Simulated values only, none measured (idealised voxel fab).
Process module, titled voxel transistor to metal
FYI the section here is cut, 265 nm wide, cells are 5 nm squares.
Cross-section = grid of square cells, listed top down in bands; band = one or more rows. Band: top and bottom heights (nm) first, top before bottom; then materials from left to right, widths in nm. "full width" marks a sole material filling the band edge to edge. "air" denotes empty space. Below 0: as-received wafer, all one material; heights counted from there. Lowest band: no bottom, goes on down, written "0 down". The expression "30->40" gives the width at the extremes of the band, the first number at its top row of cells and the second at its bottom row, with the width changing by equal amounts from each row to the next in between. Reading "no alteration" for a step: not a cell of the cross-section changed in it. "Enclosed empty spaces" means: voids of 8 cells or more that are shut off from the top with no open way through. Written width x height at distance, distance from the left edge, in nm. Note: text after step settings on the step line = simulator remark on that step. What "overlay nm" on a step's line means: if the step has a mask, that mask lay this far to the right of its planned place, or, when the value is negative, to the left. Pairs follow: section before one process step, section after it down to the lowest changed band, step with settings underneath. Pairs may come from different runs of this module on the same starting wafer; continuity with the pair above only as stated in the "State before step" entry.

# State before step
> 145 to 130: 30 resist | 15 air | 110 resist | 15 air | 95 resist
> 130 to 115: 30 aC | 15 air | 110 aC | 15 air | 95 aC
> 115 to 80: lowk full width
> 80 to 75: SiCN full width
> 75 to 70: 35 Ru | 5 SiCN | 60 Ru | 5 SiCN | 55 Ru | 5 SiCN | 60 Ru | 5 SiCN | 35 Ru
> 70 to 55: 25 Ru | 5 TiN | 15 lowk | 5 TiN | 40 Ru | 5 TiN | 15 lowk | 5 TiN | 35 Ru | 5 TiN | 15 lowk | 5 TiN | 40 Ru | 5 TiN | 15 lowk | 5 TiN | 25 Ru
> 55 to 50: 30 TiN | 15 SiN | 50 TiN | 15 SiN | 45 TiN | 15 SiN | 50 TiN | 15 SiN | 30 TiN
> 50 to 35: 30 SiO2 | 5 TiN | 5 W | 5 TiN | 50 SiO2 | 5 TiN | 5 W | 5 TiN | 45 SiO2 | 5 TiN | 5 W | 5 TiN | 50 SiO2 | 5 TiN | 5 W | 5 TiN | 30 SiO2
> 35 to 25: 30 SiO2 | 5 TiN | 5 W | 5 TiN | 10 SiO2 | 5 SiN | 20 SiCN | 5 SiN | 10 SiO2 | 5 TiN | 5 W | 5 TiN | 45 SiO2 | 5 TiN | 5 W | 5 TiN | 10 SiO2 | 5 SiN | 20 SiCN | 5 SiN | 10 SiO2 | 5 TiN | 5 W | 5 TiN | 30 SiO2
> 25 to 0: 30 SiO2 | 5 TiN | 5 W | 5 TiN | 10 SiO2 | 5 SiN | 20 polySi | 5 SiN | 10 SiO2 | 5 TiN | 5 W | 5 TiN | 45 SiO2 | 5 TiN | 5 W | 5 TiN | 10 SiO2 | 5 SiN | 20 polySi | 5 SiN | 10 SiO2 | 5 TiN | 5 W | 5 TiN | 30 SiO2
> 0 to -5: 30 SiO2 | 15 TiN | 10 SiO2 | 5 SiN | 20 polySi | 5 SiN | 10 SiO2 | 15 TiN | 45 SiO2 | 15 TiN | 10 SiO2 | 5 SiN | 20 polySi | 5 SiN | 10 SiO2 | 15 TiN | 30 SiO2
> -5 to -10: 20 SiO2 | 35 nSi | 30 SiO2 | 35 nSi | 25 SiO2 | 35 nSi | 30 SiO2 | 35 nSi | 20 SiO2
> -10 to -30: 25 SiO2 | 90 Si | 35 SiO2 | 90 Si | 25 SiO2
> -30 down: Si full width
> Enclosed empty spaces: none

# Cross-Section Thereafter
> 130 to 115: 30 aC | 15 air | 110 aC | 15 air | 95 aC
> Everything below 115 is unchanged.
> Enclosed empty spaces: none
Step, before to after (see cross-sections above): op STRIP | etch materials resist

State before step: per the after cross-section of the pair just above.

# Cross-Section Thereafter
> 130 to 115: 30 aC | 15 air | 110 aC | 15 air | 95 aC
> 115 to 95: 30 lowk | 15 air | 110 lowk | 15 air | 95 lowk
> Everything below 95 is unchanged.
> Enclosed empty spaces: none
Step, before to after (see cross-sections above): op DIRECTIONAL_ETCH | etch materials lowk | depth nm 20

State before step: per the after cross-section of the pair just above.

# Cross-Section Thereafter
> 115 to 95: 30 lowk | 15 air | 110 lowk | 15 air | 95 lowk
> Everything below 95 is unchanged.
> Enclosed empty spaces: none
Step, before to after (see cross-sections above): op STRIP | etch materials aC

State before step: per the after cross-section of the pair just above.

# Cross-Section Thereafter
> 130 to 115: 30 resist | 15 air | 110 resist | 15 air | 95 resist
> Everything below 115 is unchanged.
> Enclosed empty spaces: none
Step, before to after (see cross-sections above): op PATTERN | tone open | mask id METAL_2_HOLES | material resist | width nm 15 | pitch nm 125 | thk nm 15 | overlay nm 0

State before step: per the after cross-section of the pair just above.

# Cross-Section Thereafter
> 130 to 115: 30 resist | 15 air | 110 resist | 15 air | 95 resist
> 115 to 80: 30 lowk | 15 air | 110 lowk | 15 air | 95 lowk
> Everything below 80 is unchanged.
> Enclosed empty spaces: none
Step, before to after (see cross-sections above): op DIRECTIONAL_ETCH | etch materials lowk | depth nm 15

State before step: per the after cross-section of the pair just above.

# Cross-Section Thereafter
> 130 to 115: 30 resist | 15 air | 110 resist | 15 air | 95 resist
> 115 to 80: 30 lowk | 15 air | 110 lowk | 15 air | 95 lowk
> 80 to 75: 30 SiCN | 15 air | 110 SiCN | 15 air | 95 SiCN
> Everything below 75 is unchanged.
> Enclosed empty spaces: none
Step, before to after (see cross-sections above): op DIRECTIONAL_ETCH | etch materials SiCN | depth nm 5

State before step: per the after cross-section of the pair just above.

# Cross-Section Thereafter
> 115 to 80: 30 lowk | 15 air | 110 lowk | 15 air | 95 lowk
> Everything below 80 is unchanged.
> Enclosed empty spaces: none
Step, before to after (see cross-sections above): op STRIP | etch materials resist

State before step: per the after cross-section of the pair just above.

# Cross-Section Thereafter
> 120 to 115: 35 TiN | 5 air | 120 TiN | 5 air | 100 TiN
> 115 to 80: 30 lowk | 5 TiN | 5 air | 5 TiN | 110 lowk | 5 TiN | 5 air | 5 TiN | 95 lowk
> 80 to 75: 30 SiCN | 15 TiN | 110 SiCN | 15 TiN | 95 SiCN
> Everything below 75 is unchanged.
> Enclosed empty spaces: none
Step, before to after (see cross-sections above): op CONFORMAL_DEP | material TiN | thk nm 5

State before step: per the after cross-section of the pair just above.

# Cross-Section Thereafter
> 125 to 120: Ru full width
> 120 to 115: 35 TiN | 5 Ru | 120 TiN | 5 Ru | 100 TiN
> 115 to 80: 30 lowk | 5 TiN | 5 Ru | 5 TiN | 110 lowk | 5 TiN | 5 Ru | 5 TiN | 95 lowk
> Everything below 80 is unchanged.
> Enclosed empty spaces: none
Step, before to after (see cross-sections above): op FILL_DEP | material Ru | thk nm 5

State before step: per the after cross-section of the pair just above.

# Cross-Section Thereafter
> 115 to 80: 30 lowk | 5 TiN | 5 Ru | 5 TiN | 110 lowk | 5 TiN | 5 Ru | 5 TiN | 95 lowk
> Everything below 80 is unchanged.
> Enclosed empty spaces: none
Step, before to after (see cross-sections above): op CMP | height nm 115

State before step: per the after cross-section of the pair just above.

# Cross-Section Thereafter
> 120 to 115: SiN full width
> Everything below 115 is unchanged.
> Enclosed empty spaces: none
Step, before to after (see cross-sections above): op CONFORMAL_DEP | material SiN | thk nm 5
